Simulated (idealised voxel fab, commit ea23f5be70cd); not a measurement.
The following is a process module called voxel quadruple lines.
We display cut, a cross-section 295 nm in width whose square cells are each 5 nm.
Format of a cross-section: grid, square cells. Given as bands. Order: top down. Band: one or more rows of cells.
Each band's line starts with the height of the band's top and of its bottom, in nm. Then come its materials from left to right, each with its width in nm. One material with "throughout" fills the band from edge to edge. "air" is empty space.
Heights are reckoned from 0. Under this level, the received wafer is all of one material. The bottommost band is open-ended downward, for example "0 nm and below".
The two numbers in a width such as "30 to 40" mark its ends across the band: the first belongs to the top row of cells, the second to the bottom row, and from each row to the next the width moves by the same amount.
Given "nothing altered" for a step, no cell of the cross-section differs between before and after that step.
You'll see "Enclosed void listing" listing empty spaces that have no way open to the top, as long as they're 8 cells or more; the notation is width x height at distance, where the distance is from the left edge, and all of it is in nm.
Formally, on a step line, whatever follows the settings is a remark that the simulator itself makes on the step.
overlay nm: for a step with a mask, the amount by which the mask lay right of where it was planned; a negative amount means left of it.

[Planned process steps]
| 1 | RECEIVE: material Si |
| 2 | CONFORMAL_DEP: material Al2O3, thk nm 5 |
| 3 | DIRECTIONAL_DEP: material TiN, thk nm 15 |
| 4 | DIRECTIONAL_DEP: material polySi, thk nm 20 |
| 5 | DIRECTIONAL_DEP: material aC, thk nm 20 |
| 6 | PATTERN: tone cover, mask id MANDREL, material resist, width nm 30, thk nm 30, overlay nm 0 |
| 7 | DIRECTIONAL_ETCH: etch materials aC, depth nm 20 |
| 8 | STRIP: etch materials resist |
| 9 | CONFORMAL_DEP: material SiO2, thk nm 10 |
| 10 | DIRECTIONAL_ETCH: etch materials SiO2, depth nm 10 |
| 11 | STRIP: etch materials aC |
| 12 | DIRECTIONAL_ETCH: etch materials polySi, depth nm 20 |
| 13 | STRIP: etch materials SiO2 |
| 14 | CONFORMAL_DEP: material SiCN, thk nm 10 |
| 15 | DIRECTIONAL_ETCH: etch materials SiCN, depth nm 10 |
| 16 | STRIP: etch materials polySi |
| 17 | DIRECTIONAL_ETCH: etch materials TiN, depth nm 15 |
| 18 | STRIP: etch materials SiCN |

[Cross-section of the wafer upon arrival, representing the state reached after step 1]
* 0 nm and below  Si throughout
* Enclosed void listing: none

[Cross-section, end of module. Start: as above. Plan: as above. Execution: one mistake]
* 35 nm to 20 nm  air (110); TiN (10); air (10); TiN (10); air (10); TiN (10); air (10); TiN (10); air (115)
* 20 nm to 5 nm  TiN throughout
* 5 nm to 0 nm  Al2O3 throughout
* 0 nm and below  Si throughout
* Enclosed void listing: none
Short version of what went wrong: regarding the plan, step 3 was run twice
